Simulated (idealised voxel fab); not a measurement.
Process module, titled voxel ribs on slabs
This is section cut - it's 295 nm across, gridded in 5 nm square cells.
Reading order for cross-sections: top band down to bottom band. Underlying form: a grid of square cells. Band size: one or more rows of cells.
In this notation a band is specified by the heights of its top and bottom, in that order and in nm, after which its materials appear from left to right, each paired with its width in nm. The word "throughout" attached to a single material means that material fills the band from edge to edge; the word "empty" stands for empty space.
Height reference: 0 = level under which incoming wafer is all one material. Lowest band: no bottom, runs on downward, e.g. "0 and below".
Graded width ("30..40"): value in top row of band = first number; value in bottom row = second number; row-to-row change constant.
When a step is marked "no alterations made", none of the cells in the cross-section changed during that step.
Entry "Sealed voids" = empty spaces >= 8 cells with no open way to the top; each as width x height at distance, distance from left edge, all nm.
That trailing text on a step's line, after the settings, is the simulator's own remark on the step.
A step's line can hold "overlay nm"; with a mask on that step, the setting says how far right of the planned place the mask lay, while a negative setting says it lay to the left.

-- Steps in the process plan
- 1: RECEIVE, material Si
- 2: DIRECTIONAL_DEP, material SiO2, thk nm 25
- 3: DIRECTIONAL_DEP, material polySi, thk nm 15
- 4: PATTERN, tone cover, mask id RIB, material resist, width nm 30, thk nm 15, overlay nm 0
- 5: DIRECTIONAL_ETCH, etch materials polySi, depth nm 5
- 6: STRIP, etch materials resist
- 7: MASKED_ETCH, tone cover, mask id SLAB, width nm 60, etch materials polySi, depth nm 10, overlay nm 0
- 8: FILL_DEP, material SiO2, thk nm 20
- 9: CMP, height nm 55
- 10: DIRECTIONAL_DEP, material TiN, thk nm 5
- 11: MASKED_ETCH, tone cover, mask id HEATER, width nm 40, etch materials TiN, depth nm 5, overlay nm 0
- 12: CONFORMAL_DEP, material SiN, thk nm 5

-- As received (post step 1): cross-section
  0 and below: Si throughout
  Sealed voids: none

-- End-of-module cross-section of the first of two wafers, processed as planned
  65 down to 60: 120 nm empty, then 50 nm SiN, then 125 nm empty
  60 down to 55: 125 nm SiN, then 40 nm TiN, then 130 nm SiN
  55 down to 40: SiO2 throughout
  40 down to 35: 130 nm SiO2, then 30 nm polySi, then 135 nm SiO2
  35 down to 25: 115 nm SiO2, then 60 nm polySi, then 120 nm SiO2
  25 down to 0: SiO2 throughout
  0 and below: Si throughout
  Sealed voids: none

-- Same start, same plan as the first wafer - but one mistake in the run. Cross-section of the second of the two at the end of the module
  65 down to 60: 130 nm empty, then 50 nm SiN, then 115 nm empty
  60 down to 55: 135 nm SiN, then 40 nm TiN, then 120 nm SiN
  55 down to 40: SiO2 throughout
  40 down to 35: 130 nm SiO2, then 30 nm polySi, then 135 nm SiO2
  35 down to 25: 115 nm SiO2, then 60 nm polySi, then 120 nm SiO2
  25 down to 0: SiO2 throughout
  0 and below: Si throughout
  Sealed voids: none
What was done differently from what was planned? for step 11, the planned setting was not used; the step was instead run as MASKED_ETCH, tone cover, mask id HEATER, width nm 40, etch materials TiN, depth nm 5, overlay nm 10
Heads up: at the end the two wafers have identical cell counts per material, they're just laid out differently.
